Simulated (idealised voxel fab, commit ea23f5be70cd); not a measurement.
The process module that follows is named voxel capacitor over wiring.
Xsec cut, 295 nm wide, square cell size 5 nm.
Just so we're on the same page, the cross-sections are grids of square cells, and they're listed out in bands top to bottom, each band one or more rows deep.
The band entry comprises the height of the band's top followed by the height of its bottom, expressed in nm, and subsequently the band's materials from left to right, each stated together with its width in nm. Where a single material is marked with the word "full width", that material fills the band from edge to edge. The word "air" represents empty space.
Ref level 0: as-received wafer is one material below here. Bottom band extends down with no lower bound ("0 and below").
Think of "30->40" as a width that walks from the first number to the second as you go down the band, top row to bottom row, taking equal-sized steps from row to row.
Where a step carries "everything unchanged", the cross-section came out of it unchanged, cell for cell.
The label "Enclosed internal cavities" introduces a list of the empty spaces, 8 cells or larger, that have no open way up to the top; each entry in it reads width x height at distance, where the distance is taken from the left edge and all three are stated in nm.
Text after the settings on a step's line: the simulator's own remark on that step.
What "overlay nm" on a step's line means: if the step has a mask, that mask lay this far to the right of its planned place, or, when the value is negative, to the left.

# Steps in the process plan
1 RECEIVE: material Si
2 CONFORMAL_DEP: material SiO2, thk nm 15
3 DIRECTIONAL_DEP: material TiN, thk nm 5
4 DIRECTIONAL_DEP: material W, thk nm 15
5 PATTERN: tone cover, mask id METAL_1, material resist, width nm 25, pitch nm 95, thk nm 15, overlay nm 0
6 DIRECTIONAL_ETCH: etch materials W, depth nm 15
7 DIRECTIONAL_ETCH: etch materials TiN, depth nm 5
8 STRIP: etch materials resist
9 CONFORMAL_DEP: material SiCN, thk nm 5
10 FILL_DEP: material SiO2, thk nm 5
11 CMP: height nm 35
12 CONFORMAL_DEP: material SiCN, thk nm 5
13 DIRECTIONAL_DEP: material lowk, thk nm 15
14 MASKED_ETCH: tone open, mask id PLUG_1, width nm 15, etch materials lowk, depth nm 15, overlay nm 0
15 MASKED_ETCH: tone open, mask id PLUG_1, width nm 15, etch materials SiCN, depth nm 5, overlay nm 0
16 CONFORMAL_DEP: material TiN, thk nm 5
17 FILL_DEP: material Ru, thk nm 5
18 CMP: height nm 55
19 DIRECTIONAL_DEP: material TiN, thk nm 5
20 DIRECTIONAL_DEP: material Al2O3, thk nm 5
21 DIRECTIONAL_DEP: material TiN, thk nm 5
22 DIRECTIONAL_DEP: material aC, thk nm 15
23 PATTERN: tone cover, mask id UPPER_PLATE, material resist, width nm 75, thk nm 35, overlay nm 0
24 DIRECTIONAL_ETCH: etch materials aC, depth nm 15
25 STRIP: etch materials resist
26 DIRECTIONAL_ETCH: etch materials TiN, depth nm 5
27 DIRECTIONAL_ETCH: etch materials Al2O3, depth nm 5
28 STRIP: etch materials aC
29 DIRECTIONAL_DEP: material aC, thk nm 10
30 PATTERN: tone cover, mask id LOWER_PLATE, material resist, width nm 85, thk nm 25, overlay nm 0
31 DIRECTIONAL_ETCH: etch materials aC, depth nm 10
32 STRIP: etch materials resist
33 DIRECTIONAL_ETCH: etch materials TiN, depth nm 5
34 STRIP: etch materials aC
35 FILL_DEP: material SiO2, thk nm 20
36 CMP: height nm 85
37 PATTERN: tone open, mask id PLUG_2, material resist, width nm 15, thk nm 20, overlay nm 0
38 DIRECTIONAL_ETCH: etch materials SiO2, depth nm 15
39 STRIP: etch materials resist
40 CONFORMAL_DEP: material TiN, thk nm 5
41 FILL_DEP: material W, thk nm 5
42 CMP: height nm 85
43 CONFORMAL_DEP: material SiN, thk nm 5

# So this is the incoming wafer in cross-section - it's already been through step 1
* 0 and below | Si full width
* Enclosed internal cavities: none

# Wafer cross-section at module end: first of two, run to plan
* 90 down to 85 | SiN full width
* 85 down to 75 | SiO2 105 nm; TiN 5 nm; W 5 nm; TiN 5 nm; SiO2 175 nm
* 75 down to 65 | SiO2 105->95 nm; TiN 15->75 nm; SiO2 175->125 nm
* 65 down to 60 | SiO2 95 nm; Al2O3 75 nm; SiO2 125 nm
* 60 down to 55 | SiO2 90 nm; TiN 85 nm; SiO2 120 nm
* 55 down to 40 | lowk 95 nm; TiN 5 nm; Ru 5 nm; TiN 5 nm; lowk 185 nm
* 40 down to 35 | SiCN 95 nm; TiN 15 nm; SiCN 185 nm
* 35 down to 20 | SiO2 80 nm; SiCN 5 nm; W 25 nm; SiCN 5 nm; SiO2 60 nm; SiCN 5 nm; W 25 nm; SiCN 5 nm; SiO2 85 nm
* 20 down to 15 | SiCN 85 nm; TiN 25 nm; SiCN 70 nm; TiN 25 nm; SiCN 90 nm
* 15 down to 0 | SiO2 full width
* 0 and below | Si full width
* Enclosed internal cavities: none

# Here is the second of the two wafers cut open at the end of the module - same start, same plan as the first one, but we made one mistake running it
* 90 down to 85 | SiN full width
* 85 down to 75 | SiO2 105 nm; TiN 5 nm; W 5 nm; TiN 5 nm; SiO2 175 nm
* 75 down to 65 | SiO2 105->95 nm; TiN 15->75 nm; SiO2 175->125 nm
* 65 down to 60 | SiO2 95 nm; Al2O3 75 nm; SiO2 125 nm
* 60 down to 55 | SiO2 90 nm; TiN 85 nm; SiO2 120 nm
* 55 down to 40 | lowk 95 nm; TiN 5 nm; Ru 5 nm; TiN 5 nm; lowk 185 nm
* 40 down to 35 | SiCN 95 nm; TiN 15 nm; SiCN 185 nm
* 35 down to 20 | W 85 nm; SiCN 5 nm; SiO2 15 nm; SiCN 5 nm; W 70 nm; SiCN 5 nm; SiO2 15 nm; SiCN 5 nm; W 90 nm
* 20 down to 15 | TiN 85 nm; SiCN 25 nm; TiN 70 nm; SiCN 25 nm; TiN 90 nm
* 15 down to 0 | SiO2 full width
* 0 and below | Si full width
* Enclosed internal cavities: none
What broke from the plan during processing? step 5 was processed under conditions differing from the plan, specifically as PATTERN: tone open, mask id METAL_1, material resist, width nm 25, pitch nm 95, thk nm 15, overlay nm 0
FYI, end of process, the second wafer has more or fewer cells of some materials than the first: SiCN: 39 fewer | SiO2: 117 fewer | TiN: 39 more | W: 117 more
